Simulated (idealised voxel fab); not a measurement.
The process module presented herein is designated voxel ribs on slabs.
This is section cut - it's 295 nm across, gridded in 5 nm square cells.
Cross-sections here: square-cell grids, written as top-down lists of bands, a band being one or more rows of cells. Within each band entry, the heights of the top and of the bottom of the band appear first, in that order and in nm; the materials of the band then follow from left to right, each with its corresponding width in nm. The designation "all across" on a single material indicates that it fills the band from edge to edge; the designation "air" indicates empty space. A quick word on heights: they are counted from 0, and under that level the wafer as it came to us is one material throughout. The lowest band is different from the rest in having no bottom; it simply continues downward, written as in "0 -> down". The expression "30..40" gives the width at the extremes of the band, the first number at its top row of cells and the second at its bottom row, with the width changing by equal amounts from each row to the next in between. The designation "no modification", where it is given for a processing step, indicates that no cell of the cross-section was altered in the course of that step. Empty spaces without an open route to the top, at least 8 cells in extent, make up the entry "Entrapped void list"; each is given as width x height at distance, where the distance is measured from the left edge, and all are in nm. Heads up: the bit after the settings on a step's line is the simulator's remark on that step. overlay nm: where the mask lay relative to plan, measured to the right, on steps with a mask; negatives go left.
# So here's the lineup of process steps we planned
| 1 | RECEIVE,material Si |
| 2 | DIRECTIONAL_DEP,material SiO2,thk nm 25 |
| 3 | DIRECTIONAL_DEP,material polySi,thk nm 15 |
| 4 | PATTERN,tone cover,mask id RIB,material resist,width nm 30,thk nm 15,overlay nm 0 |
| 5 | DIRECTIONAL_ETCH,etch materials polySi,depth nm 5 |
| 6 | STRIP,etch materials resist |
| 7 | MASKED_ETCH,tone cover,mask id SLAB,width nm 60,etch materials polySi,depth nm 10,overlay nm 0 |
| 8 | FILL_DEP,material SiO2,thk nm 20 |
| 9 | CMP,height nm 55 |
| 10 | DIRECTIONAL_DEP,material TiN,thk nm 5 |
| 11 | MASKED_ETCH,tone cover,mask id HEATER,width nm 40,etch materials TiN,depth nm 5,overlay nm 0 |
| 12 | CONFORMAL_DEP,material SiN,thk nm 5 |
# as received, after step 1
* 0 -> down: Si all across
* Entrapped void list: none
# The module was run from the start shown above using the plan shown above, but one mistake was made doing it; the resulting wafer cross-section is below
* 65 -> 60: air=120, SiN=50, air=125
* 60 -> 55: SiN=125, TiN=40, SiN=130
* 55 -> 45: SiO2 all across
* 45 -> 40: SiO2=130, polySi=30, SiO2=135
* 40 -> 30: SiO2=115, polySi=60, SiO2=120
* 30 -> 25: polySi all across
* 25 -> 0: SiO2 all across
* 0 -> down: Si all across
* Entrapped void list: none
Here's what went sideways: step 3 was processed under conditions differing from the plan, specifically as DIRECTIONAL_DEP,material polySi,thk nm 20
